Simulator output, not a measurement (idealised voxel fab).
Process module in this document: voxel self aligned contacts
Displayed cross-section: cut, width of 235 nm, square cells sized 5 nm.
The cross-sections in this document take the form of a grid made of square cells. They are written out as bands, in order from top to bottom. Each band consists of one or more rows of cells. It is stipulated that each band's entry specify, in nanometres, the height of the top of the band and then that of its bottom, followed by the materials of the band in left-to-right sequence, each together with its width in nanometres. A single material marked by the word "edge to edge" is understood to fill the band from edge to edge; the word "blank" is understood to denote empty space. Where do heights start? At 0: under that level the wafer as delivered is made of one material only. And the lowest band has no floor; it just carries on downward, as in "0 nm and below". You'd read "30->40" like this: the band's top row of cells is as wide as the first number, its bottom row is as wide as the second, and going down, every row changes width by the same amount as the row before did. Take "all unchanged" at face value: in the step it is given for, the cross-section changed in none of its cells. Closed empty spaces (no open way to the top) of 8 cells or more are what "Sealed internal cavities" lists, each as width x height at distance from the left edge, nm for all three. That trailing text on a step's line, after the settings, is the simulator's own remark on the step. "overlay nm" answers the question of how far to the right of plan the mask lay on a step that has a mask, and when it is negative the answer is to the left.

This section lists the process steps that were planned:
1,RECEIVE | material Si
2,OXIDIZE | depth nm 5
3,DIRECTIONAL_DEP | material polySi | thk nm 25
4,DIRECTIONAL_DEP | material SiN | thk nm 15
5,MASKED_ETCH | tone cover | mask id GATE | width nm 25 | pitch nm 50 | etch materials SiN | depth nm 15 | overlay nm 0
6,MASKED_ETCH | tone cover | mask id GATE | width nm 25 | pitch nm 50 | etch materials polySi | depth nm 25 | overlay nm 0
7,CONFORMAL_DEP | material SiN | thk nm 5
8,DIRECTIONAL_ETCH | etch materials SiN | depth nm 5
9,FILL_DEP | material SiO2 | thk nm 20
10,CMP | height nm 50
11,PATTERN | tone open | mask id CONTACT | material resist | width nm 35 | thk nm 15 | overlay nm 0
12,DIRECTIONAL_ETCH | etch materials SiO2 | depth nm 55
13,STRIP | etch materials resist
14,CONFORMAL_DEP | material TiN | thk nm 5
15,FILL_DEP | material W | thk nm 5
16,CMP | height nm 50
17,CONFORMAL_DEP | material SiCN | thk nm 5

Delivered wafer in cross-section: state after step 1:
> 0 nm and below = Si edge to edge
> Sealed internal cavities: none

The first of the two wafers as seen in cross-section once the module was finished; processing followed the plan:
> 55 nm to 50 nm = SiCN edge to edge
> 50 nm to 40 nm = SiO2: 100 | TiN: 5->15 | W: 25->5 | TiN: 5->15 | SiO2: 100
> 40 nm to 25 nm = SiO2: 75 | SiN: 35 | TiN: 5 | W: 5 | TiN: 5 | SiN: 35 | SiO2: 75
> 25 nm to 0 nm = SiO2: 75 | SiN: 5 | polySi: 25 | SiN: 5 | TiN: 5 | W: 5 | TiN: 5 | SiN: 5 | polySi: 25 | SiN: 5 | SiO2: 75
> 0 nm to -5 nm = SiO2: 110 | TiN: 15 | SiO2: 110
> -5 nm and below = Si edge to edge
> Sealed internal cavities: none

Cross-section, wafer two of two, end of module: same start and plan as wafer one, one error in execution:
> 55 nm to 50 nm = SiCN edge to edge
> 50 nm to 35 nm = SiO2: 75 | SiN: 35 | TiN: 5 | W: 5 | TiN: 5 | SiN: 35 | SiO2: 75
> 35 nm to 15 nm = SiO2: 75 | SiN: 5 | polySi: 25 | SiN: 5 | TiN: 5 | W: 5 | TiN: 5 | SiN: 5 | polySi: 25 | SiN: 5 | SiO2: 75
> 15 nm to 10 nm = SiO2: 75 | SiN: 5 | polySi: 25 | SiN: 5 | TiN: 15 | SiN: 5 | polySi: 25 | SiN: 5 | SiO2: 75
> 10 nm to 0 nm = polySi edge to edge
> 0 nm to -5 nm = SiO2 edge to edge
> -5 nm and below = Si edge to edge
> Sealed internal cavities: none
What was the processing mistake? planned and actual differ for step 3; actual: DIRECTIONAL_DEP | material polySi | thk nm 35
Count the cells at the end and the second wafer has more or fewer of some materials than the first: 77 fewer of SiO2, 10 fewer of TiN, 7 fewer of W, 94 more of polySi
